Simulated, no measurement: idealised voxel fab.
The following is a process module called voxel wiring stack.
Section cut is 185 nm wide and gridded with 5 nm square cells.
Think of the cross-section as a grid of square cells. We describe it in bands, top to bottom, and each band covers one or more rows of those cells.
Band entry format. Leading values: height of top, height of bottom, nm. Remainder: materials in left-to-right order, each with its width in nm. Special words: "everywhere" on a single material, which then fills the band edge to edge; "empty", empty space.
Height reference: 0 = level under which incoming wafer is all one material. Lowest band: no bottom, runs on downward, e.g. "z 0 and below".
Width spec "30..40" -> top row of cells at first value, bottom row at second value, equal per-row change in between.
Given "nothing got changed" for a step, no cell of the cross-section differs between before and after that step.
Under "Encapsulated voids" you'll find the enclosed gaps, the ones with no way out to the top, that are 8 cells or bigger; each reads width x height at distance, with distance counted from the left edge, everything in nm.
after a step's settings: what the simulator itself notes on the step
"overlay nm" on a masked step: distance the mask lay right of its planned place, negative for left.
The steps planned for the process are as follows:
1,op RECEIVE | material Si
2,op CONFORMAL_DEP | material SiO2 | thk nm 10
3,op CONFORMAL_DEP | material SiCN | thk nm 5
4,op DIRECTIONAL_DEP | material SiO2 | thk nm 20
5,op PATTERN | tone open | mask id METAL_1 | material resist | width nm 25 | pitch nm 40 | thk nm 15 | overlay nm 0
6,op DIRECTIONAL_ETCH | etch materials SiO2 | depth nm 20
7,op DIRECTIONAL_ETCH | etch materials SiCN | depth nm 5
8,op STRIP | etch materials resist
9,op CONFORMAL_DEP | material TiN | thk nm 5
10,op FILL_DEP | material Cu | thk nm 5
11,op CMP | height nm 35
12,op CONFORMAL_DEP | material SiCN | thk nm 5
13,op DIRECTIONAL_DEP | material SiO2 | thk nm 30
14,op MASKED_ETCH | tone open | mask id METAL_2_HOLES | width nm 15 | pitch nm 80 | etch materials SiO2 | depth nm 30 | overlay nm 0
15,op MASKED_ETCH | tone open | mask id METAL_2 | width nm 25 | pitch nm 40 | etch materials SiO2 | depth nm 20 | overlay nm 0
16,op MASKED_ETCH | tone open | mask id METAL_2 | width nm 25 | pitch nm 40 | etch materials SiCN | depth nm 5 | overlay nm 0
17,op CONFORMAL_DEP | material TiN | thk nm 5
18,op FILL_DEP | material Cu | thk nm 10
19,op CMP | height nm 70
20,op CONFORMAL_DEP | material SiN | thk nm 5
Step 1 complete: cross-section of the wafer as received:
- z 0 and below | Si everywhere
- Encapsulated voids: none
Post-module cross-section of the first of two wafers (run per plan):
- z 75 to 70 | SiN everywhere
- z 70 to 55 | SiO2 20 nm | TiN 5 nm | Cu 15 nm | TiN 5 nm | SiO2 15 nm | TiN 5 nm | Cu 15 nm | TiN 5 nm | SiO2 15 nm | TiN 5 nm | Cu 15 nm | TiN 5 nm | SiO2 15 nm | TiN 5 nm | Cu 15 nm | TiN 5 nm | SiO2 20 nm
- z 55 to 50 | SiO2 20 nm | TiN 5 nm | Cu 5 nm | TiN 15 nm | SiO2 15 nm | TiN 25 nm | SiO2 15 nm | TiN 5 nm | Cu 5 nm | TiN 15 nm | SiO2 15 nm | TiN 25 nm | SiO2 20 nm
- z 50 to 40 | SiO2 20 nm | TiN 5 nm | Cu 5 nm | TiN 5 nm | SiO2 65 nm | TiN 5 nm | Cu 5 nm | TiN 5 nm | SiO2 70 nm
- z 40 to 35 | SiCN 20 nm | TiN 15 nm | SiCN 65 nm | TiN 15 nm | SiCN 70 nm
- z 35 to 15 | SiO2 20 nm | TiN 5 nm | Cu 15 nm | TiN 5 nm | SiO2 15 nm | TiN 5 nm | Cu 15 nm | TiN 5 nm | SiO2 15 nm | TiN 5 nm | Cu 15 nm | TiN 5 nm | SiO2 15 nm | TiN 5 nm | Cu 15 nm | TiN 5 nm | SiO2 20 nm
- z 15 to 10 | SiCN 20 nm | TiN 25 nm | SiCN 15 nm | TiN 25 nm | SiCN 15 nm | TiN 25 nm | SiCN 15 nm | TiN 25 nm | SiCN 20 nm
- z 10 to 0 | SiO2 everywhere
- z 0 and below | Si everywhere
- Encapsulated voids: none
Cross-sectional view of the second of two wafers upon completion of the module. This wafer shared its starting condition and process plan with the first; one error was made during its execution:
- z 75 to 70 | SiN everywhere
- z 70 to 55 | SiO2 20 nm | TiN 5 nm | Cu 15 nm | TiN 5 nm | SiO2 15 nm | TiN 5 nm | Cu 15 nm | TiN 5 nm | SiO2 15 nm | TiN 5 nm | Cu 15 nm | TiN 5 nm | SiO2 15 nm | TiN 5 nm | Cu 15 nm | TiN 5 nm | SiO2 20 nm
- z 55 to 50 | SiO2 20 nm | TiN 10 nm | Cu 5 nm | TiN 10 nm | SiO2 15 nm | TiN 25 nm | SiO2 15 nm | TiN 10 nm | Cu 5 nm | TiN 10 nm | SiO2 15 nm | TiN 25 nm | SiO2 20 nm
- z 50 to 40 | SiO2 25 nm | TiN 5 nm | Cu 5 nm | TiN 5 nm | SiO2 65 nm | TiN 5 nm | Cu 5 nm | TiN 5 nm | SiO2 65 nm
- z 40 to 35 | SiCN 25 nm | TiN 15 nm | SiCN 65 nm | TiN 15 nm | SiCN 65 nm
- z 35 to 15 | SiO2 20 nm | TiN 5 nm | Cu 15 nm | TiN 5 nm | SiO2 15 nm | TiN 5 nm | Cu 15 nm | TiN 5 nm | SiO2 15 nm | TiN 5 nm | Cu 15 nm | TiN 5 nm | SiO2 15 nm | TiN 5 nm | Cu 15 nm | TiN 5 nm | SiO2 20 nm
- z 15 to 10 | SiCN 20 nm | TiN 25 nm | SiCN 15 nm | TiN 25 nm | SiCN 15 nm | TiN 25 nm | SiCN 15 nm | TiN 25 nm | SiCN 20 nm
- z 10 to 0 | SiO2 everywhere
- z 0 and below | Si everywhere
- Encapsulated voids: none
Plan not followed: rather than as planned, step 14 actually ran as op MASKED_ETCH | tone open | mask id METAL_2_HOLES | width nm 15 | pitch nm 80 | etch materials SiO2 | depth nm 30 | overlay nm 5
Upon completion, the cell count for each material on the second wafer equals that on the first, whereas the spatial distribution of those cells differs.
